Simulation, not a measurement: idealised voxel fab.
You're looking at the process module voxel local oxidation.
Square cell edge 5 nm, section width 140 nm, ID cut.
When this document writes out a cross-section, it uses a grid of square cells and lists it as bands, beginning at the top and moving down, with a band standing for one or more rows of cells.
For a band, the entry starts with two heights in nm, that of the top and then that of the bottom, and carries on with the band's materials in order from left to right, each alongside its width in nm; the word "all across" beside a single material means it fills the band edge to edge, and "blank" means empty space.
Heights are measured from 0, the level below which the as-received wafer is all one material; the lowest band has no bottom and continues downward, written as in "0 and below".
Quick explanation for "30->40": the width changes in equal steps down the rows of cells, from the first number in the band's top row to the second number in its bottom row.
"no modifications", as given for a step, is the statement that not any cell of the cross-section underwent a change during that step.
You'll see "Closed voids list" listing empty spaces that have no way open to the top, as long as they're 8 cells or more; the notation is width x height at distance, where the distance is from the left edge, and all of it is in nm.
That trailing text on a step's line, after the settings, is the simulator's own remark on the step.
overlay nm: mask right of planned place by this much (step with mask). Neg. = left.
**Process steps (planned)**
1) RECEIVE (material Si)
2) OXIDIZE (depth nm 5)
3) CONFORMAL_DEP (material SiN; thk nm 10)
4) PATTERN (tone cover; mask id ACTIVE; material resist; width nm 95; thk nm 15; overlay nm 0)
5) DIRECTIONAL_ETCH (etch materials SiN; depth nm 10)
6) STRIP (etch materials resist)
7) SELECTIVE_ETCH (etch materials SiO2; depth nm 5)
8) OXIDIZE (depth nm 10)
9) STRIP (etch materials SiN)
**As-received wafer cross-section (after step 1)**
    0 and below | Si all across
    Closed voids list: none
**First of two wafers: cross-section at end of module, run per plan**
    0 down to -5 | 25 nm blank; 85 nm SiO2; 30 nm blank
    -5 down to -15 | 35 nm SiO2; 65 nm Si; 40 nm SiO2
    -15 and below | Si all across
    Closed voids list: none
**What the second wafer looks like in cross-section once the module is done. Its start and its plan matched the first wafer's exactly; what differed was one mistake in how it was run**
    10 down to 0 | 20 nm blank; 95 nm SiN; 25 nm blank
    0 down to -5 | 25 nm blank; 85 nm SiO2; 30 nm blank
    -5 down to -15 | 35 nm SiO2; 65 nm Si; 40 nm SiO2
    -15 and below | Si all across
    Closed voids list: none
What broke from the plan during processing? heads up, step 9 of the plan was skipped and never actually ran
Counted in cells at the end, the second wafer holds more or fewer of these materials than the first: SiN: 38 more
